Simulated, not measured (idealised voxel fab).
Proc. module: voxel gate over fins
The cross-section shown here is cut; it is 270 nm wide and divided into square cells measuring 5 nm on a side.
Heads up, the way a cross-section reads in here is a grid of square cells, handed over as bands from the top down, with every band being one or more rows of cells.
Basically the band line says how high the top is and how high the bottom is, in nm, and then what's in it from left to right, every material with its width in nm. Empty space shows up as "empty", and if a single material carries "throughout" it runs the full band edge to edge.
Convention: height 0 is the level below which the wafer, as received, is all one material. The lowest band does not terminate at the bottom but continues downward, represented as "0..down".
A width given as "30->40" starts at the first number in the band's top row and ends at the second number in its bottom row, shifting by an equal amount at every step from row to row.
"no change occurred" means the step left every cell of the cross-section as it was.
If an empty space has no open way to the top and is at least 8 cells in size, "Closed cavity list" lists it, written width x height at distance, where distance is measured from the left edge and every value is in nm.
Whatever follows a step's settings on its line is a remark the simulator itself makes about that step.
Regarding "overlay nm": on a step with a mask, it is the distance the mask lay to the right of its planned place; a negative value places it to the left.
### This section lists the process steps that were planned
1,RECEIVE,material Si
2,CONFORMAL_DEP,material SiN,thk nm 5
3,DIRECTIONAL_DEP,material aC,thk nm 10
4,PATTERN,tone cover,mask id FINS,material resist,width nm 15,pitch nm 50,thk nm 30,overlay nm 0
5,DIRECTIONAL_ETCH,etch materials aC,depth nm 10
6,STRIP,etch materials resist
7,DIRECTIONAL_ETCH,etch materials SiN,depth nm 5
8,DIRECTIONAL_ETCH,etch materials Si,depth nm 40
9,STRIP,etch materials aC
10,FILL_DEP,material SiO2,thk nm 5
11,CMP,height nm 5
12,PATTERN,tone open,mask id RAIL,material resist,width nm 15,thk nm 20,overlay nm 0
13,DIRECTIONAL_ETCH,etch materials SiO2,depth nm 40
14,STRIP,etch materials resist
15,CONFORMAL_DEP,material TiN,thk nm 5
16,FILL_DEP,material W,thk nm 5
17,CMP,height nm 5
18,SELECTIVE_ETCH,etch materials W Ru TiN,depth nm 20
19,FILL_DEP,material SiO2,thk nm 5
20,CMP,height nm 5
21,SELECTIVE_ETCH,etch materials SiO2,depth nm 15
22,STRIP,etch materials SiN
23,CONFORMAL_DEP,material HfO2,thk nm 5
24,CONFORMAL_DEP,material TiN,thk nm 5
25,FILL_DEP,material W,thk nm 10
26,CMP,height nm 15
27,CONFORMAL_DEP,material SiCN,thk nm 5
### Incoming wafer in cross-section (state: after step 1)
- 0..down | Si throughout
- Closed cavity list: none
### Cross-section taken at module completion on the first of two wafers; processed per the plan
- 20..15 | SiCN throughout
- 15..10 | W throughout
- 10..5 | W 90  TiN 35  W 15  TiN 35  W 95
- 5..0 | W 90  TiN 5  HfO2 25  TiN 5  W 15  TiN 5  HfO2 25  TiN 5  W 95
- 0..-5 | TiN 95  HfO2 5  Si 15  HfO2 5  TiN 25  HfO2 5  Si 15  HfO2 5  TiN 100
- -5..-10 | HfO2 100  Si 15  HfO2 35  Si 15  HfO2 105
- -10..-15 | SiO2 100  Si 15  SiO2 35  Si 15  SiO2 105
- -15..-30 | SiO2 100  Si 15  SiO2 10  TiN 5  W 5  TiN 5  SiO2 10  Si 15  SiO2 105
- -30..-35 | SiO2 100  Si 15  SiO2 10  TiN 15  SiO2 10  Si 15  SiO2 105
- -35..-40 | SiO2 100  Si 15  SiO2 35  Si 15  SiO2 105
- -40..down | Si throughout
- Closed cavity list: none
### Cross-section, wafer two of two, end of module: same start and plan as wafer one, one error in execution
- 20..15 | SiCN throughout
- 15..10 | W throughout
- 10..5 | W 90  TiN 35  W 15  TiN 35  W 95
- 5..0 | W 90  TiN 5  HfO2 25  TiN 5  W 15  TiN 5  HfO2 25  TiN 5  W 95
- 0..-5 | TiN 95  HfO2 5  Si 15  HfO2 5  TiN 25  HfO2 5  Si 15  HfO2 5  TiN 100
- -5..-10 | HfO2 100  Si 15  HfO2 35  Si 15  HfO2 105
- -10..-15 | SiO2 100  Si 15  SiO2 35  Si 15  SiO2 105
- -15..-30 | SiO2 100  Si 15  SiO2 10  TiN 5  W 10  TiN 5  SiO2 5  Si 15  SiO2 105
- -30..-35 | SiO2 100  Si 15  SiO2 10  TiN 20  SiO2 5  Si 15  SiO2 105
- -35..-40 | SiO2 100  Si 15  SiO2 35  Si 15  SiO2 105
- -40..down | Si throughout
- Closed cavity list: none
Want to know what went wrong? step 12 ran as: PATTERN,tone open,mask id RAIL,material resist,width nm 20,thk nm 20,overlay nm 0
Final comparison by cell count, materials where the second wafer has more or fewer than the first: -4 SiO2, +1 TiN, +3 W
